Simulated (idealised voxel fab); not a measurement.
process module | voxel capacitor over wiring
cross-section cut | 215 nm wide | cells 5 nm
A cross-section is a grid of square cells, given in bands from the top down. A band is one or more rows of cells.
Each band's line starts with the height of the band's top and of its bottom, in nm. Then come its materials from left to right, each with its width in nm. One material with "throughout" fills the band from edge to edge. "air" is empty space.
Height 0 is the level under which the wafer as received is all one material. The lowest band goes on downwards, as in "0 down".
A width such as "30 to 40" changes by the same amount from each row of cells to the next, from the band's top row to its bottom row.
"no change" after a step means that no cell of the cross-section changed.
closed voids: empty space of 8 cells or more with no open way to the top, each as width x height at its distance from the left edge, in nm
after a step's settings: what the simulator itself notes on the step
overlay nm, on a step with a mask: how far to the right of its planned place the mask lay; to the left if negative
plan
1 op RECEIVE | material Si
2 op CONFORMAL_DEP | material SiO2 | thk nm 15
3 op CONFORMAL_DEP | material SiN | thk nm 5
4 op DIRECTIONAL_DEP | material SiO2 | thk nm 25
5 op PATTERN | tone open | mask id METAL_1 | material resist | width nm 25 | pitch nm 80 | thk nm 15 | overlay nm 0
6 op DIRECTIONAL_ETCH | etch materials SiO2 | depth nm 25
7 op DIRECTIONAL_ETCH | etch materials SiN | depth nm 5
8 op STRIP | etch materials resist
9 op CONFORMAL_DEP | material TiN | thk nm 5
10 op FILL_DEP | material W | thk nm 10
11 op CMP | height nm 45
12 op EPI | material Ru | thk nm 5
13 op FILL_DEP | material SiCN | thk nm 5
14 op DIRECTIONAL_DEP | material lowk | thk nm 15
15 op PATTERN | tone open | mask id PLUG_1 | material resist | width nm 15 | thk nm 15 | overlay nm 0
16 op DIRECTIONAL_ETCH | etch materials lowk | depth nm 15
17 op DIRECTIONAL_ETCH | etch materials SiCN | depth nm 5
18 op STRIP | etch materials resist
19 op EPI | material Ru | thk nm 10
20 op EPI | material Ru | thk nm 10
21 op DIRECTIONAL_DEP | material TiN | thk nm 5
22 op DIRECTIONAL_DEP | material HfO2 | thk nm 5
23 op DIRECTIONAL_DEP | material TiN | thk nm 5
24 op PATTERN | tone cover | mask id UPPER_PLATE | material resist | width nm 60 | thk nm 20 | overlay nm 0
25 op DIRECTIONAL_ETCH | etch materials TiN | depth nm 5
26 op DIRECTIONAL_ETCH | etch materials HfO2 | depth nm 5
27 op STRIP | etch materials resist
28 op PATTERN | tone cover | mask id LOWER_PLATE | material resist | width nm 70 | thk nm 20 | overlay nm 0
29 op DIRECTIONAL_ETCH | etch materials TiN | depth nm 5
30 op STRIP | etch materials resist
31 op FILL_DEP | material SiO2 | thk nm 20
32 op CMP | height nm 100
33 op MASKED_ETCH | tone open | mask id PLUG_2 | width nm 15 | etch materials SiO2 | depth nm 15 | overlay nm 0
34 op CONFORMAL_DEP | material TiN | thk nm 5
35 op FILL_DEP | material Ru | thk nm 10
36 op CMP | height nm 100
37 op CONFORMAL_DEP | material SiCN | thk nm 5
as received, after step 1
  0 down: Si throughout
  closed voids: none
first wafer at the end, as planned
  105 to 100: SiCN throughout
  100 to 90: SiO2 75 | TiN 5 | Ru 5 | TiN 5 | SiO2 125
  90 to 80: SiO2 75 to 65 | TiN 15 to 60 | SiO2 125 to 90
  80 to 75: SiO2 65 | HfO2 60 | SiO2 90
  75 to 70: SiO2 60 | TiN 70 | SiO2 85
  70 to 55: lowk 65 | Ru 15 | lowk 135
  55 to 50: SiCN 65 | Ru 15 | SiCN 135
  50 to 45: SiCN 50 | Ru 35 | SiCN 45 | Ru 35 | SiCN 50
  45 to 20: SiO2 55 | TiN 5 | W 15 | TiN 5 | SiO2 55 | TiN 5 | W 15 | TiN 5 | SiO2 55
  20 to 15: SiN 55 | TiN 25 | SiN 55 | TiN 25 | SiN 55
  15 to 0: SiO2 throughout
  0 down: Si throughout
  closed voids: none
second wafer at the end: like start, like plan, one mistake
  105 to 100: SiCN throughout
  100 to 90: SiO2 75 | TiN 5 | Ru 5 | TiN 5 | SiO2 125
  90 to 80: SiO2 75 to 80 | TiN 15 to 45 | SiO2 125 to 90
  80 to 75: SiO2 80 | HfO2 45 | SiO2 90
  75 to 70: SiO2 60 | TiN 70 | SiO2 85
  70 to 65: lowk 65 | HfO2 15 | lowk 135
  65 to 60: lowk 65 | TiN 15 | lowk 135
  60 to 55: lowk 65 | Ru 15 | lowk 135
  55 to 50: SiCN 65 | Ru 15 | SiCN 135
  50 to 45: SiCN 50 | Ru 35 | SiCN 45 | Ru 35 | SiCN 50
  45 to 20: SiO2 55 | TiN 5 | W 15 | TiN 5 | SiO2 55 | TiN 5 | W 15 | TiN 5 | SiO2 55
  20 to 15: SiN 55 | TiN 25 | SiN 55 | TiN 25 | SiN 55
  15 to 0: SiO2 throughout
  0 down: Si throughout
  closed voids: none
what went wrong: one of the steps 19 and 20, which are alike, was left out
at the end the second wafer has, in cells: 6 fewer of Ru | 6 more of SiO2
